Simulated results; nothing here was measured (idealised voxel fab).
The document below concerns the process module designated voxel self aligned contacts.
Section cut is 300 nm wide and gridded with 5 nm square cells.
The cross-sections in this document take the form of a grid made of square cells. They are written out as bands, in order from top to bottom. Each band consists of one or more rows of cells. Basically the band line says how high the top is and how high the bottom is, in nm, and then what's in it from left to right, every material with its width in nm. Empty space shows up as "empty", and if a single material carries "everywhere" it runs the full band edge to edge. A quick word on heights: they are counted from 0, and under that level the wafer as it came to us is one material throughout. The lowest band is different from the rest in having no bottom; it simply continues downward, written as in "0 down". Top row gets the first number, bottom row gets the second, and each row in between changes by the same step: that is how a band width like "30..40" works. What does "identical to before" mean for a step? It means no cell of the cross-section changed in that step. "Closed void list" lists enclosed empty spaces (at least 8 cells, no open path upward to the top), each as width x height at distance from the left edge, in nm. Anything after a step's settings on that line? It's the simulator's own note about the step. For masked steps, "overlay nm" on the step line gives how far right of plan the mask actually lay; a minus sign means it lay to the left.

# The process steps that were planned are listed below
1: RECEIVE,material Si
2: CONFORMAL_DEP,material SiO2,thk nm 5
3: DIRECTIONAL_DEP,material polySi,thk nm 20
4: DIRECTIONAL_DEP,material SiN,thk nm 20
5: MASKED_ETCH,tone cover,mask id GATE,width nm 35,pitch nm 60,etch materials SiN,depth nm 20,overlay nm 0
6: MASKED_ETCH,tone cover,mask id GATE,width nm 35,pitch nm 60,etch materials polySi,depth nm 20,overlay nm 0
7: CONFORMAL_DEP,material SiN,thk nm 5
8: DIRECTIONAL_ETCH,etch materials SiN,depth nm 5
9: FILL_DEP,material SiO2,thk nm 15
10: CMP,height nm 50
11: PATTERN,tone open,mask id CONTACT,material resist,width nm 45,thk nm 15,overlay nm 0
12: DIRECTIONAL_ETCH,etch materials SiO2,depth nm 50
13: STRIP,etch materials resist
14: CONFORMAL_DEP,material TiN,thk nm 5
15: FILL_DEP,material W,thk nm 10
16: CMP,height nm 50
17: CONFORMAL_DEP,material SiN,thk nm 5

# The first of a set of two wafers, run to plan

# Cross-section of the wafer as it came to us, i.e., already through step 1
	0 down: Si everywhere
	Closed void list: none

# Once step 2 is through, the wafer looks like this in cross-section
	5 to 0: SiO2 everywhere
	All layers under 0 are left as they were.

# Once step 3 is through, the wafer looks like this in cross-section
	25 to 5: polySi everywhere
	All layers under 5 are left as they were.

# Once step 4 is through, the wafer looks like this in cross-section
	45 to 25: SiN everywhere
	All layers under 25 are left as they were.

# Once step 5 is through, the wafer looks like this in cross-section
	45 to 25: 100 of empty, 35 of SiN, 25 of empty, 35 of SiN, 105 of empty
	All layers under 25 are left as they were.

# Once step 6 is through, the wafer looks like this in cross-section
	45 to 25: 100 of empty, 35 of SiN, 25 of empty, 35 of SiN, 105 of empty
	25 to 5: 100 of empty, 35 of polySi, 25 of empty, 35 of polySi, 105 of empty
	All layers under 5 are left as they were.

# Once step 7 is through, the wafer looks like this in cross-section
	50 to 25: 95 of empty, 45 of SiN, 15 of empty, 45 of SiN, 100 of empty
	25 to 10: 95 of empty, 5 of SiN, 35 of polySi, 5 of SiN, 15 of empty, 5 of SiN, 35 of polySi, 5 of SiN, 100 of empty
	10 to 5: 100 of SiN, 35 of polySi, 25 of SiN, 35 of polySi, 105 of SiN
	All layers under 5 are left as they were.

# Once step 8 is through, the wafer looks like this in cross-section
	45 to 25: 95 of empty, 45 of SiN, 15 of empty, 45 of SiN, 100 of empty
	25 to 5: 95 of empty, 5 of SiN, 35 of polySi, 5 of SiN, 15 of empty, 5 of SiN, 35 of polySi, 5 of SiN, 100 of empty
	All layers under 5 are left as they were.

# Once step 9 is through, the wafer looks like this in cross-section
	60 to 45: SiO2 everywhere
	45 to 25: 95 of SiO2, 45 of SiN, 15 of SiO2, 45 of SiN, 100 of SiO2
	25 to 5: 95 of SiO2, 5 of SiN, 35 of polySi, 5 of SiN, 15 of SiO2, 5 of SiN, 35 of polySi, 5 of SiN, 100 of SiO2
	All layers under 5 are left as they were.

# Once step 10 is through, the wafer looks like this in cross-section
	50 to 45: SiO2 everywhere
	All layers under 45 are left as they were.

# Once step 11 is through, the wafer looks like this in cross-section
	65 to 50: 125 of resist, 45 of empty, 130 of resist
	All layers under 50 are left as they were.

# Once step 12 is through, the wafer looks like this in cross-section
	65 to 50: 125 of resist, 45 of empty, 130 of resist
	50 to 45: 125 of SiO2, 45 of empty, 130 of SiO2
	45 to 25: 95 of SiO2, 45 of SiN, 15 of empty, 45 of SiN, 100 of SiO2
	25 to 5: 95 of SiO2, 5 of SiN, 35 of polySi, 5 of SiN, 15 of empty, 5 of SiN, 35 of polySi, 5 of SiN, 100 of SiO2
	5 to 0: 140 of SiO2, 15 of empty, 145 of SiO2
	All layers under 0 are left as they were.

# Once step 13 is through, the wafer looks like this in cross-section
	50 to 45: 125 of SiO2, 45 of empty, 130 of SiO2
	All layers under 45 are left as they were.

# Once step 14 is through, the wafer looks like this in cross-section
	55 to 50: 130 of TiN, 35 of empty, 135 of TiN
	50 to 45: 125 of SiO2, 20 of TiN, 5 of empty, 20 of TiN, 130 of SiO2
	45 to 25: 95 of SiO2, 45 of SiN, 5 of TiN, 5 of empty, 5 of TiN, 45 of SiN, 100 of SiO2
	25 to 5: 95 of SiO2, 5 of SiN, 35 of polySi, 5 of SiN, 5 of TiN, 5 of empty, 5 of TiN, 5 of SiN, 35 of polySi, 5 of SiN, 100 of SiO2
	5 to 0: 140 of SiO2, 15 of TiN, 145 of SiO2
	All layers under 0 are left as they were.

# Once step 15 is through, the wafer looks like this in cross-section
	65 to 55: W everywhere
	55 to 50: 130 of TiN, 35 of W, 135 of TiN
	50 to 45: 125 of SiO2, 20 of TiN, 5 of W, 20 of TiN, 130 of SiO2
	45 to 25: 95 of SiO2, 45 of SiN, 5 of TiN, 5 of W, 5 of TiN, 45 of SiN, 100 of SiO2
	25 to 5: 95 of SiO2, 5 of SiN, 35 of polySi, 5 of SiN, 5 of TiN, 5 of W, 5 of TiN, 5 of SiN, 35 of polySi, 5 of SiN, 100 of SiO2
	All layers under 5 are left as they were.

# Once step 16 is through, the wafer looks like this in cross-section
	50 to 45: 125 of SiO2, 20 of TiN, 5 of W, 20 of TiN, 130 of SiO2
	All layers under 45 are left as they were.

# Once step 17 is through, the wafer looks like this in cross-section
	55 to 50: SiN everywhere
	All layers under 50 are left as they were.

# For the second wafer, take the first wafer's start and plan, then add one mistake made in running it; everything through step 2, that step included, is shared with the first

# The second wafer in cross-section, at the planned close of step 3
	45 to 5: polySi everywhere
	All layers under 5 are left as they were.

# The second wafer in cross-section, at the planned close of step 4
	65 to 45: SiN everywhere
	All layers under 45 are left as they were.

# The second wafer in cross-section, at the planned close of step 5
	65 to 45: 100 of empty, 35 of SiN, 25 of empty, 35 of SiN, 105 of empty
	All layers under 45 are left as they were.

# The second wafer in cross-section, at the planned close of step 6
	65 to 45: 100 of empty, 35 of SiN, 25 of empty, 35 of SiN, 105 of empty
	45 to 25: 100 of empty, 35 of polySi, 25 of empty, 35 of polySi, 105 of empty
	All layers under 25 are left as they were.

# The second wafer in cross-section, at the planned close of step 7
	70 to 45: 95 of empty, 45 of SiN, 15 of empty, 45 of SiN, 100 of empty
	45 to 30: 95 of empty, 5 of SiN, 35 of polySi, 5 of SiN, 15 of empty, 5 of SiN, 35 of polySi, 5 of SiN, 100 of empty
	30 to 25: 100 of SiN, 35 of polySi, 25 of SiN, 35 of polySi, 105 of SiN
	All layers under 25 are left as they were.

# The second wafer in cross-section, at the planned close of step 8
	65 to 45: 95 of empty, 45 of SiN, 15 of empty, 45 of SiN, 100 of empty
	45 to 25: 95 of empty, 5 of SiN, 35 of polySi, 5 of SiN, 15 of empty, 5 of SiN, 35 of polySi, 5 of SiN, 100 of empty
	All layers under 25 are left as they were.

# The second wafer in cross-section, at the planned close of step 9
	80 to 65: SiO2 everywhere
	65 to 45: 95 of SiO2, 45 of SiN, 15 of SiO2, 45 of SiN, 100 of SiO2
	45 to 25: 95 of SiO2, 5 of SiN, 35 of polySi, 5 of SiN, 15 of SiO2, 5 of SiN, 35 of polySi, 5 of SiN, 100 of SiO2
	All layers under 25 are left as they were.

# The second wafer in cross-section, at the planned close of step 10
	50 to 45: 95 of SiO2, 45 of SiN, 15 of SiO2, 45 of SiN, 100 of SiO2
	All layers under 45 are left as they were.

# The second wafer in cross-section, at the planned close of step 11
	65 to 50: 125 of resist, 45 of empty, 130 of resist
	All layers under 50 are left as they were.

# The second wafer in cross-section, at the planned close of step 12
	65 to 50: 125 of resist, 45 of empty, 130 of resist
	50 to 45: 95 of SiO2, 45 of SiN, 15 of empty, 45 of SiN, 100 of SiO2
	45 to 25: 95 of SiO2, 5 of SiN, 35 of polySi, 5 of SiN, 15 of empty, 5 of SiN, 35 of polySi, 5 of SiN, 100 of SiO2
	All layers under 25 are left as they were.

# The second wafer in cross-section, at the planned close of step 13
	50 to 45: 95 of SiO2, 45 of SiN, 15 of empty, 45 of SiN, 100 of SiO2
	All layers under 45 are left as they were.

# The second wafer in cross-section, at the planned close of step 14
	55 to 50: 145 of TiN, 5 of empty, 150 of TiN
	50 to 45: 95 of SiO2, 45 of SiN, 5 of TiN, 5 of empty, 5 of TiN, 45 of SiN, 100 of SiO2
	45 to 30: 95 of SiO2, 5 of SiN, 35 of polySi, 5 of SiN, 5 of TiN, 5 of empty, 5 of TiN, 5 of SiN, 35 of polySi, 5 of SiN, 100 of SiO2
	30 to 25: 95 of SiO2, 5 of SiN, 35 of polySi, 5 of SiN, 15 of TiN, 5 of SiN, 35 of polySi, 5 of SiN, 100 of SiO2
	All layers under 25 are left as they were.

# The second wafer in cross-section, at the planned close of step 15
	65 to 55: W everywhere
	55 to 50: 145 of TiN, 5 of W, 150 of TiN
	50 to 45: 95 of SiO2, 45 of SiN, 5 of TiN, 5 of W, 5 of TiN, 45 of SiN, 100 of SiO2
	45 to 30: 95 of SiO2, 5 of SiN, 35 of polySi, 5 of SiN, 5 of TiN, 5 of W, 5 of TiN, 5 of SiN, 35 of polySi, 5 of SiN, 100 of SiO2
	All layers under 30 are left as they were.

# The second wafer in cross-section, at the planned close of step 16
	50 to 45: 95 of SiO2, 45 of SiN, 5 of TiN, 5 of W, 5 of TiN, 45 of SiN, 100 of SiO2
	All layers under 45 are left as they were.

# The second wafer in cross-section, at the planned close of step 17
	55 to 50: SiN everywhere
	All layers under 50 are left as they were.
Finding, execution versus plan: step 3 from the plan got run twice
Heads up, by the end the second wafer has more or fewer cells of some materials compared to the first: SiN: 54 fewer; SiO2: 165 fewer; TiN: 16 fewer; W: 5 fewer; polySi: 240 more
